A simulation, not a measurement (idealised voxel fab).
process module | voxel tone inversion
FYI the section here is cut, 260 nm wide, cells are 5 nm squares.
The cross-sections in this document take the form of a grid made of square cells. They are written out as bands, in order from top to bottom. Each band consists of one or more rows of cells. Heads up on the band format: heights come first, top then bottom, in nm. After that it's the materials left to right, each with its width in nm. A single material flagged "all across" fills the whole band edge to edge, and "empty" means there's empty space there. Heights are measured from 0, the level below which the as-received wafer is all one material; the lowest band has no bottom and continues downward, written as in "from 0 down". Think of "30->40" as a width that walks from the first number to the second as you go down the band, top row to bottom row, taking equal-sized steps from row to row. Key: "remained the same" - step with no changed cell in the cross-section. Empty spaces without an open route to the top, at least 8 cells in extent, make up the entry "Trapped void list"; each is given as width x height at distance, where the distance is measured from the left edge, and all are in nm. The remark found on a step's line after its settings is issued by the simulator itself and pertains to that step. You can add "overlay nm" to a step's line. For a step with a mask, it describes how far the mask lay to the right of its planned position, and a negative number describes a lay to the left.

### Below is the list of planned process steps
step 1: RECEIVE,material Si
step 2: CONFORMAL_DEP,material SiCN,thk nm 5
step 3: DIRECTIONAL_DEP,material aC,thk nm 25
step 4: PATTERN,tone cover,mask id POSTS,material resist,width nm 15,pitch nm 45,thk nm 30,overlay nm 0
step 5: DIRECTIONAL_ETCH,etch materials aC,depth nm 25
step 6: STRIP,etch materials resist
step 7: FILL_DEP,material SiO2,thk nm 10
step 8: CMP,height nm 30
step 9: STRIP,etch materials aC
step 10: CONFORMAL_DEP,material TiN,thk nm 5
step 11: FILL_DEP,material Ru,thk nm 10
step 12: CMP,height nm 30
step 13: CONFORMAL_DEP,material SiCN,thk nm 5

### Cross-section of the wafer at receipt, which is the condition after step 1
    from 0 down: Si all across
    Trapped void list: none

### Cross-section, first of two wafers, end of module, run as planned
    from 35 to 30: SiCN all across
    from 30 to 10: 75 of SiO2; 5 of TiN; 5 of Ru; 5 of TiN; 30 of SiO2; 5 of TiN; 5 of Ru; 5 of TiN; 30 of SiO2; 5 of TiN; 5 of Ru; 5 of TiN; 80 of SiO2
    from 10 to 5: 75 of SiO2; 15 of TiN; 30 of SiO2; 15 of TiN; 30 of SiO2; 15 of TiN; 80 of SiO2
    from 5 to 0: SiCN all across
    from 0 down: Si all across
    Trapped void list: none

### Cross-section of the latter of the two wafers at module completion. It had an identical start and an identical plan to the former; in running it, one mistake was made
    from 35 to 25: SiCN all across
    from 25 to 0: aC all across
    from 0 down: Si all across
    Trapped void list: none
Which mistake was made when the wafer was run? order of steps 2 and 3 inverted relative to the plan
FYI, end of process, the second wafer has more or fewer cells of some materials than the first: Ru -12 | SiO2 -215 | TiN -33 | aC +260
